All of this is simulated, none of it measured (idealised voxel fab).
Process module in this document: voxel wiring stack
Section cut is 235 nm wide and gridded with 5 nm square cells.
Cross-section spec: square-cell grid; bands listed top down; each band is one or more rows.
Band: top height; bottom height; in nm. Then, left to right: material with width in nm, for each material. "edge to edge": a single material spanning edge to edge. "blank": empty space.
The reference from which all heights are counted is 0, the level beneath which the as-received wafer is entirely one material; the lowest band, having no lower bound, proceeds downward and is written after the example "0..down".
Quick explanation for "30..40": the width changes in equal steps down the rows of cells, from the first number in the band's top row to the second number in its bottom row.
Where the words "remains unaltered" appear for a step, the cross-section shows no cell changed by that step; every cell remained as before.
"Catalogued sealed voids" lists enclosed empty spaces (at least 8 cells, no open path upward to the top), each as width x height at distance from the left edge, in nm.
It should be noted that, on the line of a given step, the content following the step's settings is a remark produced by the simulator itself with respect to that step.
Regarding "overlay nm": on a step with a mask, it is the distance the mask lay to the right of its planned place; a negative value places it to the left.
Planned process steps
step 1: RECEIVE: material Si
step 2: CONFORMAL_DEP: material SiO2, thk nm 15
step 3: DIRECTIONAL_DEP: material TiN, thk nm 5
step 4: DIRECTIONAL_DEP: material W, thk nm 15
step 5: PATTERN: tone cover, mask id METAL_1, material resist, width nm 25, pitch nm 55, thk nm 20, overlay nm 0
step 6: DIRECTIONAL_ETCH: etch materials W, depth nm 15
step 7: DIRECTIONAL_ETCH: etch materials TiN, depth nm 5
step 8: STRIP: etch materials resist
step 9: CONFORMAL_DEP: material SiN, thk nm 5
step 10: FILL_DEP: material lowk, thk nm 10
step 11: CMP: height nm 35
step 12: CONFORMAL_DEP: material SiCN, thk nm 5
step 13: DIRECTIONAL_DEP: material SiO2, thk nm 20
step 14: DIRECTIONAL_DEP: material aC, thk nm 10
step 15: PATTERN: tone open, mask id PLUG_1, material resist, width nm 15, pitch nm 110, thk nm 30, overlay nm 0
step 16: DIRECTIONAL_ETCH: etch materials aC, depth nm 10
step 17: STRIP: etch materials resist
step 18: DIRECTIONAL_ETCH: etch materials SiO2, depth nm 20
step 19: DIRECTIONAL_ETCH: etch materials SiCN, depth nm 5
step 20: STRIP: etch materials aC
step 21: CONFORMAL_DEP: material TiN, thk nm 5
step 22: FILL_DEP: material Ru, thk nm 5
step 23: CMP: height nm 60
step 24: DIRECTIONAL_DEP: material TiN, thk nm 5
step 25: DIRECTIONAL_DEP: material Ru, thk nm 25
step 26: PATTERN: tone cover, mask id METAL_2, material resist, width nm 25, pitch nm 55, thk nm 20, overlay nm 0
step 27: DIRECTIONAL_ETCH: etch materials Ru, depth nm 25
step 28: DIRECTIONAL_ETCH: etch materials TiN, depth nm 5
step 29: STRIP: etch materials resist
step 30: FILL_DEP: material SiO2, thk nm 5
step 31: CMP: height nm 90
step 32: CONFORMAL_DEP: material SiCN, thk nm 5
step 33: DIRECTIONAL_DEP: material lowk, thk nm 25
step 34: MASKED_ETCH: tone open, mask id METAL_3_HOLES, width nm 15, pitch nm 110, etch materials lowk, depth nm 25, overlay nm 0
step 35: PATTERN: tone open, mask id METAL_3, material resist, width nm 25, pitch nm 55, thk nm 20, overlay nm 0
step 36: DIRECTIONAL_ETCH: etch materials lowk, depth nm 15
step 37: DIRECTIONAL_ETCH: etch materials SiCN, depth nm 5
step 38: STRIP: etch materials resist
step 39: CONFORMAL_DEP: material TiN, thk nm 5
step 40: FILL_DEP: material Cu, thk nm 10
step 41: CMP: height nm 120
step 42: CONFORMAL_DEP: material SiCN, thk nm 5
step 43: DIRECTIONAL_DEP: material SiO2, thk nm 15
step 44: PATTERN: tone open, mask id PLUG_3, material resist, width nm 15, pitch nm 55, thk nm 20, overlay nm 0
step 45: DIRECTIONAL_ETCH: etch materials SiO2, depth nm 15
step 46: DIRECTIONAL_ETCH: etch materials SiCN, depth nm 5
step 47: STRIP: etch materials resist
step 48: EPI: material Ru, thk nm 10
step 49: EPI: material Ru, thk nm 10
step 50: CONFORMAL_DEP: material SiCN, thk nm 5
step 51: DIRECTIONAL_DEP: material lowk, thk nm 15
step 52: MASKED_ETCH: tone open, mask id METAL_4, width nm 25, pitch nm 55, etch materials lowk, depth nm 15, overlay nm 0
step 53: MASKED_ETCH: tone open, mask id METAL_4, width nm 25, pitch nm 55, etch materials SiCN, depth nm 5, overlay nm 0
step 54: CONFORMAL_DEP: material TiN, thk nm 5
step 55: FILL_DEP: material Cu, thk nm 10
step 56: CMP: height nm 160
step 57: EPI: material Ru, thk nm 5
step 58: FILL_DEP: material SiCN, thk nm 5
What follows covers the first of two wafers; it ran as planned
Step 1 complete: cross-section of the wafer as received
- 0..down = Si edge to edge
- Catalogued sealed voids: none
Sectional view: wafer, after step 2
- 15..0 = SiO2 edge to edge
- At heights below 0, the structure remains unaltered.
Sectional view: wafer, after step 3
- 20..15 = TiN edge to edge
- At heights below 15, the structure remains unaltered.
Sectional view: wafer, after step 4
- 35..20 = W edge to edge
- At heights below 20, the structure remains unaltered.
Sectional view: wafer, after step 5
- 55..35 = blank 20, resist 25, blank 30, resist 25, blank 30, resist 25, blank 30, resist 25, blank 25
- At heights below 35, the structure remains unaltered.
Sectional view: wafer, after step 6
- 55..35 = blank 20, resist 25, blank 30, resist 25, blank 30, resist 25, blank 30, resist 25, blank 25
- 35..20 = blank 20, W 25, blank 30, W 25, blank 30, W 25, blank 30, W 25, blank 25
- At heights below 20, the structure remains unaltered.
Sectional view: wafer, after step 7
- 55..35 = blank 20, resist 25, blank 30, resist 25, blank 30, resist 25, blank 30, resist 25, blank 25
- 35..20 = blank 20, W 25, blank 30, W 25, blank 30, W 25, blank 30, W 25, blank 25
- 20..15 = blank 20, TiN 25, blank 30, TiN 25, blank 30, TiN 25, blank 30, TiN 25, blank 25
- At heights below 15, the structure remains unaltered.
Sectional view: wafer, after step 8
- 35..20 = blank 20, W 25, blank 30, W 25, blank 30, W 25, blank 30, W 25, blank 25
- At heights below 20, the structure remains unaltered.
Sectional view: wafer, after step 9
- 40..35 = blank 15, SiN 35, blank 20, SiN 35, blank 20, SiN 35, blank 20, SiN 35, blank 20
- 35..20 = blank 15, SiN 5, W 25, SiN 5, blank 20, SiN 5, W 25, SiN 5, blank 20, SiN 5, W 25, SiN 5, blank 20, SiN 5, W 25, SiN 5, blank 20
- 20..15 = SiN 20, TiN 25, SiN 30, TiN 25, SiN 30, TiN 25, SiN 30, TiN 25, SiN 25
- At heights below 15, the structure remains unaltered.
Sectional view: wafer, after step 10
- 50..40 = lowk edge to edge
- 40..35 = lowk 15, SiN 35, lowk 20, SiN 35, lowk 20, SiN 35, lowk 20, SiN 35, lowk 20
- 35..20 = lowk 15, SiN 5, W 25, SiN 5, lowk 20, SiN 5, W 25, SiN 5, lowk 20, SiN 5, W 25, SiN 5, lowk 20, SiN 5, W 25, SiN 5, lowk 20
- At heights below 20, the structure remains unaltered.
Sectional view: wafer, after step 11
- 35..20 = lowk 15, SiN 5, W 25, SiN 5, lowk 20, SiN 5, W 25, SiN 5, lowk 20, SiN 5, W 25, SiN 5, lowk 20, SiN 5, W 25, SiN 5, lowk 20
- At heights below 20, the structure remains unaltered.
Sectional view: wafer, after step 12
- 40..35 = SiCN edge to edge
- At heights below 35, the structure remains unaltered.
Sectional view: wafer, after step 13
- 60..40 = SiO2 edge to edge
- At heights below 40, the structure remains unaltered.
Sectional view: wafer, after step 14
- 70..60 = aC edge to edge
- At heights below 60, the structure remains unaltered.
Sectional view: wafer, after step 15
- 100..70 = resist 20, blank 15, resist 95, blank 15, resist 90
- At heights below 70, the structure remains unaltered.
Sectional view: wafer, after step 16
- 90..70 = resist 20, blank 15, resist 95, blank 15, resist 90
- 70..60 = aC 20, blank 15, aC 95, blank 15, aC 90
- At heights below 60, the structure remains unaltered.
Sectional view: wafer, after step 17
- 70..60 = aC 20, blank 15, aC 95, blank 15, aC 90
- At heights below 60, the structure remains unaltered.
Sectional view: wafer, after step 18
- 70..60 = aC 20, blank 15, aC 95, blank 15, aC 90
- 60..40 = SiO2 20, blank 15, SiO2 95, blank 15, SiO2 90
- At heights below 40, the structure remains unaltered.
Sectional view: wafer, after step 19
- 70..60 = aC 20, blank 15, aC 95, blank 15, aC 90
- 60..40 = SiO2 20, blank 15, SiO2 95, blank 15, SiO2 90
- 40..35 = SiCN 20, blank 15, SiCN 95, blank 15, SiCN 90
- At heights below 35, the structure remains unaltered.
Sectional view: wafer, after step 20
- 60..40 = SiO2 20, blank 15, SiO2 95, blank 15, SiO2 90
- At heights below 40, the structure remains unaltered.
Sectional view: wafer, after step 21
- 65..60 = TiN 25, blank 5, TiN 105, blank 5, TiN 95
- 60..40 = SiO2 20, TiN 5, blank 5, TiN 5, SiO2 95, TiN 5, blank 5, TiN 5, SiO2 90
- 40..35 = SiCN 20, TiN 15, SiCN 95, TiN 15, SiCN 90
- At heights below 35, the structure remains unaltered.
Sectional view: wafer, after step 22
- 70..65 = Ru edge to edge
- 65..60 = TiN 25, Ru 5, TiN 105, Ru 5, TiN 95
- 60..40 = SiO2 20, TiN 5, Ru 5, TiN 5, SiO2 95, TiN 5, Ru 5, TiN 5, SiO2 90
- At heights below 40, the structure remains unaltered.
Sectional view: wafer, after step 23
- 60..40 = SiO2 20, TiN 5, Ru 5, TiN 5, SiO2 95, TiN 5, Ru 5, TiN 5, SiO2 90
- At heights below 40, the structure remains unaltered.
Sectional view: wafer, after step 24
- 65..60 = TiN edge to edge
- At heights below 60, the structure remains unaltered.
Sectional view: wafer, after step 25
- 90..65 = Ru edge to edge
- At heights below 65, the structure remains unaltered.
Sectional view: wafer, after step 26
- 110..90 = blank 20, resist 25, blank 30, resist 25, blank 30, resist 25, blank 30, resist 25, blank 25
- At heights below 90, the structure remains unaltered.
Sectional view: wafer, after step 27
- 110..90 = blank 20, resist 25, blank 30, resist 25, blank 30, resist 25, blank 30, resist 25, blank 25
- 90..65 = blank 20, Ru 25, blank 30, Ru 25, blank 30, Ru 25, blank 30, Ru 25, blank 25
- At heights below 65, the structure remains unaltered.
Sectional view: wafer, after step 28
- 110..90 = blank 20, resist 25, blank 30, resist 25, blank 30, resist 25, blank 30, resist 25, blank 25
- 90..65 = blank 20, Ru 25, blank 30, Ru 25, blank 30, Ru 25, blank 30, Ru 25, blank 25
- 65..60 = blank 20, TiN 25, blank 30, TiN 25, blank 30, TiN 25, blank 30, TiN 25, blank 25
- At heights below 60, the structure remains unaltered.
Sectional view: wafer, after step 29
- 90..65 = blank 20, Ru 25, blank 30, Ru 25, blank 30, Ru 25, blank 30, Ru 25, blank 25
- At heights below 65, the structure remains unaltered.
Sectional view: wafer, after step 30
- 95..90 = SiO2 edge to edge
- 90..65 = SiO2 20, Ru 25, SiO2 30, Ru 25, SiO2 30, Ru 25, SiO2 30, Ru 25, SiO2 25
- 65..60 = SiO2 20, TiN 25, SiO2 30, TiN 25, SiO2 30, TiN 25, SiO2 30, TiN 25, SiO2 25
- At heights below 60, the structure remains unaltered.
Sectional view: wafer, after step 31
- 90..65 = SiO2 20, Ru 25, SiO2 30, Ru 25, SiO2 30, Ru 25, SiO2 30, Ru 25, SiO2 25
- At heights below 65, the structure remains unaltered.
Sectional view: wafer, after step 32
- 95..90 = SiCN edge to edge
- At heights below 90, the structure remains unaltered.
Sectional view: wafer, after step 33
- 120..95 = lowk edge to edge
- At heights below 95, the structure remains unaltered.
Sectional view: wafer, after step 34
- 120..95 = lowk 20, blank 15, lowk 95, blank 15, lowk 90
- At heights below 95, the structure remains unaltered.
Sectional view: wafer, after step 35
- 140..120 = resist 20, blank 25, resist 30, blank 25, resist 30, blank 25, resist 30, blank 25, resist 25
- At heights below 120, the structure remains unaltered.
Sectional view: wafer, after step 36
- 140..120 = resist 20, blank 25, resist 30, blank 25, resist 30, blank 25, resist 30, blank 25, resist 25
- 120..105 = lowk 20, blank 25, lowk 30, blank 25, lowk 30, blank 25, lowk 30, blank 25, lowk 25
- At heights below 105, the structure remains unaltered.
Sectional view: wafer, after step 37
- 140..120 = resist 20, blank 25, resist 30, blank 25, resist 30, blank 25, resist 30, blank 25, resist 25
- 120..105 = lowk 20, blank 25, lowk 30, blank 25, lowk 30, blank 25, lowk 30, blank 25, lowk 25
- 105..95 = lowk 20, blank 15, lowk 95, blank 15, lowk 90
- 95..90 = SiCN 20, blank 15, SiCN 95, blank 15, SiCN 90
- At heights below 90, the structure remains unaltered.
Sectional view: wafer, after step 38
- 120..105 = lowk 20, blank 25, lowk 30, blank 25, lowk 30, blank 25, lowk 30, blank 25, lowk 25
- At heights below 105, the structure remains unaltered.
Sectional view: wafer, after step 39
- 125..120 = TiN 25, blank 15, TiN 40, blank 15, TiN 40, blank 15, TiN 40, blank 15, TiN 30
- 120..110 = lowk 20, TiN 5, blank 15, TiN 5, lowk 30, TiN 5, blank 15, TiN 5, lowk 30, TiN 5, blank 15, TiN 5, lowk 30, TiN 5, blank 15, TiN 5, lowk 25
- 110..105 = lowk 20, TiN 5, blank 5, TiN 15, lowk 30, TiN 25, lowk 30, TiN 5, blank 5, TiN 15, lowk 30, TiN 25, lowk 25
- 105..95 = lowk 20, TiN 5, blank 5, TiN 5, lowk 95, TiN 5, blank 5, TiN 5, lowk 90
- 95..90 = SiCN 20, TiN 15, SiCN 95, TiN 15, SiCN 90
- At heights below 90, the structure remains unaltered.
Sectional view: wafer, after step 40
- 135..125 = Cu edge to edge
- 125..120 = TiN 25, Cu 15, TiN 40, Cu 15, TiN 40, Cu 15, TiN 40, Cu 15, TiN 30
- 120..110 = lowk 20, TiN 5, Cu 15, TiN 5, lowk 30, TiN 5, Cu 15, TiN 5, lowk 30, TiN 5, Cu 15, TiN 5, lowk 30, TiN 5, Cu 15, TiN 5, lowk 25
- 110..105 = lowk 20, TiN 5, Cu 5, TiN 15, lowk 30, TiN 25, lowk 30, TiN 5, Cu 5, TiN 15, lowk 30, TiN 25, lowk 25
- 105..95 = lowk 20, TiN 5, Cu 5, TiN 5, lowk 95, TiN 5, Cu 5, TiN 5, lowk 90
- At heights below 95, the structure remains unaltered.
Sectional view: wafer, after step 41
- 120..110 = lowk 20, TiN 5, Cu 15, TiN 5, lowk 30, TiN 5, Cu 15, TiN 5, lowk 30, TiN 5, Cu 15, TiN 5, lowk 30, TiN 5, Cu 15, TiN 5, lowk 25
- At heights below 110, the structure remains unaltered.
Sectional view: wafer, after step 42
- 125..120 = SiCN edge to edge
- At heights below 120, the structure remains unaltered.
Sectional view: wafer, after step 43
- 140..125 = SiO2 edge to edge
- At heights below 125, the structure remains unaltered.
Sectional view: wafer, after step 44
- 160..140 = resist 20, blank 15, resist 40, blank 15, resist 40, blank 15, resist 40, blank 15, resist 35
- At heights below 140, the structure remains unaltered.
Sectional view: wafer, after step 45
- 160..140 = resist 20, blank 15, resist 40, blank 15, resist 40, blank 15, resist 40, blank 15, resist 35
- 140..125 = SiO2 20, blank 15, SiO2 40, blank 15, SiO2 40, blank 15, SiO2 40, blank 15, SiO2 35
- At heights below 125, the structure remains unaltered.
Sectional view: wafer, after step 46
- 160..140 = resist 20, blank 15, resist 40, blank 15, resist 40, blank 15, resist 40, blank 15, resist 35
- 140..125 = SiO2 20, blank 15, SiO2 40, blank 15, SiO2 40, blank 15, SiO2 40, blank 15, SiO2 35
- 125..120 = SiCN 20, blank 15, SiCN 40, blank 15, SiCN 40, blank 15, SiCN 40, blank 15, SiCN 35
- At heights below 120, the structure remains unaltered.
Sectional view: wafer, after step 47
- 140..125 = SiO2 20, blank 15, SiO2 40, blank 15, SiO2 40, blank 15, SiO2 40, blank 15, SiO2 35
- At heights below 125, the structure remains unaltered.
Sectional view: wafer, after step 48
- 140..130 = SiO2 20, blank 15, SiO2 40, blank 15, SiO2 40, blank 15, SiO2 40, blank 15, SiO2 35
- 130..125 = SiO2 20, Ru 15, SiO2 40, Ru 15, SiO2 40, Ru 15, SiO2 40, Ru 15, SiO2 35
- 125..120 = SiCN 20, Ru 15, SiCN 40, Ru 15, SiCN 40, Ru 15, SiCN 40, Ru 15, SiCN 35
- At heights below 120, the structure remains unaltered.
Sectional view: wafer, after step 49
- 140..125 = SiO2 20, Ru 15, SiO2 40, Ru 15, SiO2 40, Ru 15, SiO2 40, Ru 15, SiO2 35
- At heights below 125, the structure remains unaltered.
Sectional view: wafer, after step 50
- 145..140 = SiCN edge to edge
- At heights below 140, the structure remains unaltered.
Sectional view: wafer, after step 51
- 160..145 = lowk edge to edge
- At heights below 145, the structure remains unaltered.
Sectional view: wafer, after step 52
- 160..145 = lowk 20, blank 25, lowk 30, blank 25, lowk 30, blank 25, lowk 30, blank 25, lowk 25
- At heights below 145, the structure remains unaltered.
Sectional view: wafer, after step 53
- 160..145 = lowk 20, blank 25, lowk 30, blank 25, lowk 30, blank 25, lowk 30, blank 25, lowk 25
- 145..140 = SiCN 20, blank 25, SiCN 30, blank 25, SiCN 30, blank 25, SiCN 30, blank 25, SiCN 25
- At heights below 140, the structure remains unaltered.
Sectional view: wafer, after step 54
- 165..160 = TiN 25, blank 15, TiN 40, blank 15, TiN 40, blank 15, TiN 40, blank 15, TiN 30
- 160..145 = lowk 20, TiN 5, blank 15, TiN 5, lowk 30, TiN 5, blank 15, TiN 5, lowk 30, TiN 5, blank 15, TiN 5, lowk 30, TiN 5, blank 15, TiN 5, lowk 25
- 145..140 = SiCN 20, TiN 25, SiCN 30, TiN 25, SiCN 30, TiN 25, SiCN 30, TiN 25, SiCN 25
- At heights below 140, the structure remains unaltered.
Sectional view: wafer, after step 55
- 175..165 = Cu edge to edge
- 165..160 = TiN 25, Cu 15, TiN 40, Cu 15, TiN 40, Cu 15, TiN 40, Cu 15, TiN 30
- 160..145 = lowk 20, TiN 5, Cu 15, TiN 5, lowk 30, TiN 5, Cu 15, TiN 5, lowk 30, TiN 5, Cu 15, TiN 5, lowk 30, TiN 5, Cu 15, TiN 5, lowk 25
- At heights below 145, the structure remains unaltered.
Sectional view: wafer, after step 56
- 160..145 = lowk 20, TiN 5, Cu 15, TiN 5, lowk 30, TiN 5, Cu 15, TiN 5, lowk 30, TiN 5, Cu 15, TiN 5, lowk 30, TiN 5, Cu 15, TiN 5, lowk 25
- At heights below 145, the structure remains unaltered.
Sectional view: wafer, after step 57
- 165..160 = blank 15, Ru 35, blank 20, Ru 35, blank 20, Ru 35, blank 20, Ru 35, blank 20
- At heights below 160, the structure remains unaltered.
Sectional view: wafer, after step 58
- 170..165 = SiCN edge to edge
- 165..160 = SiCN 15, Ru 35, SiCN 20, Ru 35, SiCN 20, Ru 35, SiCN 20, Ru 35, SiCN 20
- At heights below 160, the structure remains unaltered.
Here the second wafer is described. Its start and its plan were those of the first wafer. Its run contained one mistake. Up to and including step 31, it did exactly what the first wafer did
Cross-section, second wafer, at the end time the plan gives for step 32
- 115..90 = lowk edge to edge
- At heights below 90, the structure remains unaltered.
Cross-section, second wafer, at the end time the plan gives for step 33
- 120..115 = SiCN edge to edge
- At heights below 115, the structure remains unaltered.
Cross-section, second wafer, at the end time the plan gives for step 34: remains unaltered
Cross-section, second wafer, at the end time the plan gives for step 35
- 140..120 = resist 20, blank 25, resist 30, blank 25, resist 30, blank 25, resist 30, blank 25, resist 25
- At heights below 120, the structure remains unaltered.
Cross-section, second wafer, at the end time the plan gives for step 36: remains unaltered
Cross-section, second wafer, at the end time the plan gives for step 37
- 140..120 = resist 20, blank 25, resist 30, blank 25, resist 30, blank 25, resist 30, blank 25, resist 25
- 120..115 = SiCN 20, blank 25, SiCN 30, blank 25, SiCN 30, blank 25, SiCN 30, blank 25, SiCN 25
- At heights below 115, the structure remains unaltered.
Cross-section, second wafer, at the end time the plan gives for step 38
- 120..115 = SiCN 20, blank 25, SiCN 30, blank 25, SiCN 30, blank 25, SiCN 30, blank 25, SiCN 25
- At heights below 115, the structure remains unaltered.
Cross-section, second wafer, at the end time the plan gives for step 39
- 125..120 = TiN 25, blank 15, TiN 40, blank 15, TiN 40, blank 15, TiN 40, blank 15, TiN 30
- 120..115 = SiCN 20, TiN 25, SiCN 30, TiN 25, SiCN 30, TiN 25, SiCN 30, TiN 25, SiCN 25
- At heights below 115, the structure remains unaltered.
Cross-section, second wafer, at the end time the plan gives for step 40
- 135..125 = Cu edge to edge
- 125..120 = TiN 25, Cu 15, TiN 40, Cu 15, TiN 40, Cu 15, TiN 40, Cu 15, TiN 30
- At heights below 120, the structure remains unaltered.
Cross-section, second wafer, at the end time the plan gives for step 41
- 120..115 = SiCN 20, TiN 25, SiCN 30, TiN 25, SiCN 30, TiN 25, SiCN 30, TiN 25, SiCN 25
- At heights below 115, the structure remains unaltered.
Cross-section, second wafer, at the end time the plan gives for step 42
- 125..120 = SiCN edge to edge
- At heights below 120, the structure remains unaltered.
Cross-section, second wafer, at the end time the plan gives for step 43
- 140..125 = SiO2 edge to edge
- At heights below 125, the structure remains unaltered.
Cross-section, second wafer, at the end time the plan gives for step 44
- 160..140 = resist 20, blank 15, resist 40, blank 15, resist 40, blank 15, resist 40, blank 15, resist 35
- At heights below 140, the structure remains unaltered.
Cross-section, second wafer, at the end time the plan gives for step 45
- 160..140 = resist 20, blank 15, resist 40, blank 15, resist 40, blank 15, resist 40, blank 15, resist 35
- 140..125 = SiO2 20, blank 15, SiO2 40, blank 15, SiO2 40, blank 15, SiO2 40, blank 15, SiO2 35
- At heights below 125, the structure remains unaltered.
Cross-section, second wafer, at the end time the plan gives for step 46
- 160..140 = resist 20, blank 15, resist 40, blank 15, resist 40, blank 15, resist 40, blank 15, resist 35
- 140..125 = SiO2 20, blank 15, SiO2 40, blank 15, SiO2 40, blank 15, SiO2 40, blank 15, SiO2 35
- 125..120 = SiCN 20, blank 15, SiCN 40, blank 15, SiCN 40, blank 15, SiCN 40, blank 15, SiCN 35
- At heights below 120, the structure remains unaltered.
Cross-section, second wafer, at the end time the plan gives for step 47
- 140..125 = SiO2 20, blank 15, SiO2 40, blank 15, SiO2 40, blank 15, SiO2 40, blank 15, SiO2 35
- At heights below 125, the structure remains unaltered.
Cross-section, second wafer, at the end time the plan gives for step 48
- 140..130 = SiO2 20, blank 15, SiO2 40, blank 15, SiO2 40, blank 15, SiO2 40, blank 15, SiO2 35
- 130..125 = SiO2 20, Ru 15, SiO2 40, Ru 15, SiO2 40, Ru 15, SiO2 40, Ru 15, SiO2 35
- 125..120 = SiCN 20, Ru 15, SiCN 40, Ru 15, SiCN 40, Ru 15, SiCN 40, Ru 15, SiCN 35
- At heights below 120, the structure remains unaltered.
Cross-section, second wafer, at the end time the plan gives for step 49
- 140..125 = SiO2 20, Ru 15, SiO2 40, Ru 15, SiO2 40, Ru 15, SiO2 40, Ru 15, SiO2 35
- At heights below 125, the structure remains unaltered.
Cross-section, second wafer, at the end time the plan gives for step 50
- 145..140 = SiCN edge to edge
- At heights below 140, the structure remains unaltered.
Cross-section, second wafer, at the end time the plan gives for step 51
- 160..145 = lowk edge to edge
- At heights below 145, the structure remains unaltered.
Cross-section, second wafer, at the end time the plan gives for step 52
- 160..145 = lowk 20, blank 25, lowk 30, blank 25, lowk 30, blank 25, lowk 30, blank 25, lowk 25
- At heights below 145, the structure remains unaltered.
Cross-section, second wafer, at the end time the plan gives for step 53
- 160..145 = lowk 20, blank 25, lowk 30, blank 25, lowk 30, blank 25, lowk 30, blank 25, lowk 25
- 145..140 = SiCN 20, blank 25, SiCN 30, blank 25, SiCN 30, blank 25, SiCN 30, blank 25, SiCN 25
- At heights below 140, the structure remains unaltered.
Cross-section, second wafer, at the end time the plan gives for step 54
- 165..160 = TiN 25, blank 15, TiN 40, blank 15, TiN 40, blank 15, TiN 40, blank 15, TiN 30
- 160..145 = lowk 20, TiN 5, blank 15, TiN 5, lowk 30, TiN 5, blank 15, TiN 5, lowk 30, TiN 5, blank 15, TiN 5, lowk 30, TiN 5, blank 15, TiN 5, lowk 25
- 145..140 = SiCN 20, TiN 25, SiCN 30, TiN 25, SiCN 30, TiN 25, SiCN 30, TiN 25, SiCN 25
- At heights below 140, the structure remains unaltered.
Cross-section, second wafer, at the end time the plan gives for step 55
- 175..165 = Cu edge to edge
- 165..160 = TiN 25, Cu 15, TiN 40, Cu 15, TiN 40, Cu 15, TiN 40, Cu 15, TiN 30
- 160..145 = lowk 20, TiN 5, Cu 15, TiN 5, lowk 30, TiN 5, Cu 15, TiN 5, lowk 30, TiN 5, Cu 15, TiN 5, lowk 30, TiN 5, Cu 15, TiN 5, lowk 25
- At heights below 145, the structure remains unaltered.
Cross-section, second wafer, at the end time the plan gives for step 56
- 160..145 = lowk 20, TiN 5, Cu 15, TiN 5, lowk 30, TiN 5, Cu 15, TiN 5, lowk 30, TiN 5, Cu 15, TiN 5, lowk 30, TiN 5, Cu 15, TiN 5, lowk 25
- At heights below 145, the structure remains unaltered.
Cross-section, second wafer, at the end time the plan gives for step 57
- 165..160 = blank 15, Ru 35, blank 20, Ru 35, blank 20, Ru 35, blank 20, Ru 35, blank 20
- At heights below 160, the structure remains unaltered.
Cross-section, second wafer, at the end time the plan gives for step 58
- 170..165 = SiCN edge to edge
- 165..160 = SiCN 15, Ru 35, SiCN 20, Ru 35, SiCN 20, Ru 35, SiCN 20, Ru 35, SiCN 20
- At heights below 160, the structure remains unaltered.
Nonconformance to the process plan: steps 32 and 33 run out of order (swapped)
Wrapping up, a cell-based count of both wafers puts the second over or under the first for these materials: Cu: 30 fewer | SiCN: 14 fewer | TiN: 28 fewer | lowk: 72 more
